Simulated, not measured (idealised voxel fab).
The following is a process module called voxel self aligned contacts.
Each square cell in cross-section cut measures 5 nm, and the section as a whole is 145 nm wide.
A cross-section is a grid of square cells, given in bands from the top down. A band is one or more rows of cells. A band entry consists of two parts. The first gives the height of the band's top and the height of its bottom, in nm. The rest lists the band's materials from left to right, each with its width in nm. A single material labelled with the word "edge to edge" fills the band from edge to edge, and the word "empty" marks empty space. We count height from 0. Below that, the starting wafer is all one material. The lowest band never ends at the bottom but goes on down; see "0 -> down" for how that is written. The expression "30 to 40" gives the width at the extremes of the band, the first number at its top row of cells and the second at its bottom row, with the width changing by equal amounts from each row to the next in between. "no modifications" after a step means that no cell of the cross-section changed. Each empty space that has no open way to the top and spans at least 8 cells appears under "Trapped void list" as width x height at distance, the distance counted from the left edge, all in nm. Past the settings on a step's line: simulator remark, on that step. overlay nm: step with mask; distance mask lay right of planned place; negative value = left of planned place.

THE PROCESS STEPS THAT WERE PLANNED ARE LISTED BELOW
1. RECEIVE,material Si
2. OXIDIZE,depth nm 5
3. DIRECTIONAL_DEP,material polySi,thk nm 20
4. DIRECTIONAL_DEP,material SiN,thk nm 15
5. DIRECTIONAL_DEP,material aC,thk nm 10
6. PATTERN,tone cover,mask id GATE,material resist,width nm 35,pitch nm 60,thk nm 30,overlay nm 0
7. DIRECTIONAL_ETCH,etch materials aC,depth nm 10
8. STRIP,etch materials resist
9. DIRECTIONAL_ETCH,etch materials SiN,depth nm 15
10. DIRECTIONAL_ETCH,etch materials polySi,depth nm 20
11. STRIP,etch materials aC
12. CONFORMAL_DEP,material SiN,thk nm 5
13. DIRECTIONAL_ETCH,etch materials SiN,depth nm 5
14. FILL_DEP,material SiO2,thk nm 15
15. CMP,height nm 40
16. MASKED_ETCH,tone open,mask id CONTACT,width nm 35,etch materials SiO2,depth nm 45,overlay nm 0
17. CONFORMAL_DEP,material TiN,thk nm 5
18. FILL_DEP,material Ru,thk nm 5
19. CMP,height nm 40
20. CONFORMAL_DEP,material SiN,thk nm 5

CROSS-SECTION OF THE WAFER AS IT CAME TO US, I.E., ALREADY THROUGH STEP 1
	0 -> down: Si edge to edge
	Trapped void list: none

THE CROSS-SECTION SHOWN CORRESPONDS TO THE WAFER AT THE CONCLUSION OF THE MODULE. THE INITIAL STRUCTURE AND THE PROCESS PLAN ARE THOSE PRESENTED ABOVE; HOWEVER, ONE MISTAKE OCCURRED IN EXECUTING THE PLAN
	45 -> 40: SiN edge to edge
	40 -> 30: 55 SiO2; 5 TiN; 25 Ru; 5 TiN; 55 SiO2
	30 -> 25: 55 SiO2; 15 TiN; 5 Ru; 15 TiN; 55 SiO2
	25 -> 10: 20 SiO2; 45 SiN; 5 TiN; 5 Ru; 5 TiN; 45 SiN; 20 SiO2
	10 -> 0: 20 SiO2; 5 SiN; 35 polySi; 5 SiN; 5 TiN; 5 Ru; 5 TiN; 5 SiN; 35 polySi; 5 SiN; 20 SiO2
	0 -> -5: 65 SiO2; 15 TiN; 65 SiO2
	-5 -> down: Si edge to edge
	Trapped void list: none
Finding, execution versus plan: step 3, actual vs plan mismatch, actual run DIRECTIONAL_DEP,material polySi,thk nm 10
